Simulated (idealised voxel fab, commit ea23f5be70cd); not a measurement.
Process module under the name voxel lift off
Displayed cross-section: cut, width of 285 nm, square cells sized 5 nm.
A cross-section is a grid of square cells, given in bands from the top down. A band is one or more rows of cells. Top, bottom (nm), then materials left to right with widths (nm); lone material tagged "everywhere" fills the whole band edge to edge; "air" = empty space. Note: height 0 marks the level under which the wafer is uniformly one material as received. Lowest band unbounded below, written "top 0, no bottom". Graded width ("30..40"): value in top row of band = first number; value in bottom row = second number; row-to-row change constant. Step marked "no modifications"? Then no cell in the cross-section changed in it. Heads up: "Voids, enclosed" only lists the empty pockets with no open path to the top that are 8 cells or more, and it writes them as width x height at distance, distance from the left edge, in nm. Whatever follows a step's settings on its line is a remark the simulator itself makes about that step. The optional step-line setting "overlay nm" applies to steps with a mask and quantifies how far to the right of its planned location the mask lay, a negative value indicating leftward placement.

BELOW IS THE LIST OF PLANNED PROCESS STEPS
1 RECEIVE (material Si)
2 CONFORMAL_DEP (material Al2O3; thk nm 5)
3 PATTERN (tone open; mask id LINES; material resist; width nm 20; pitch nm 50; thk nm 20; overlay nm 0)
4 DIRECTIONAL_DEP (material Ru; thk nm 10)
5 STRIP (etch materials resist)
6 CONFORMAL_DEP (material SiN; thk nm 5)

INCOMING WAFER, CROSS-SECTIONAL VIEW, POST STEP 1
> top 0, no bottom | Si everywhere
> Voids, enclosed: none

THE FIRST OF THE TWO WAFERS AS SEEN IN CROSS-SECTION ONCE THE MODULE WAS FINISHED; PROCESSING FOLLOWED THE PLAN
> top 20, bottom 15 | air 50  SiN 30  air 20  SiN 30  air 20  SiN 30  air 20  SiN 30  air 55
> top 15, bottom 10 | air 50  SiN 5  Ru 20  SiN 5  air 20  SiN 5  Ru 20  SiN 5  air 20  SiN 5  Ru 20  SiN 5  air 20  SiN 5  Ru 20  SiN 5  air 55
> top 10, bottom 5 | SiN 55  Ru 20  SiN 30  Ru 20  SiN 30  Ru 20  SiN 30  Ru 20  SiN 60
> top 5, bottom 0 | Al2O3 everywhere
> top 0, no bottom | Si everywhere
> Voids, enclosed: none

WHAT THE SECOND WAFER LOOKS LIKE IN CROSS-SECTION ONCE THE MODULE IS DONE. ITS START AND ITS PLAN MATCHED THE FIRST WAFER'S EXACTLY; WHAT DIFFERED WAS ONE MISTAKE IN HOW IT WAS RUN
> top 20, bottom 15 | SiN 60  air 10  SiN 40  air 10  SiN 40  air 10  SiN 40  air 10  SiN 65
> top 15, bottom 10 | Ru 55  SiN 5  air 10  SiN 5  Ru 30  SiN 5  air 10  SiN 5  Ru 30  SiN 5  air 10  SiN 5  Ru 30  SiN 5  air 10  SiN 5  Ru 60
> top 10, bottom 5 | Ru 55  SiN 20  Ru 30  SiN 20  Ru 30  SiN 20  Ru 30  SiN 20  Ru 60
> top 5, bottom 0 | Al2O3 everywhere
> top 0, no bottom | Si everywhere
> Voids, enclosed: none
The mistake made against the process plan was this: step 3 ran differently from the plan; actual operation with settings: PATTERN (tone cover; mask id LINES; material resist; width nm 20; pitch nm 50; thk nm 20; overlay nm 0)
End of process, cell counts, second wafer against first, materials with more or fewer: 50 more of Ru
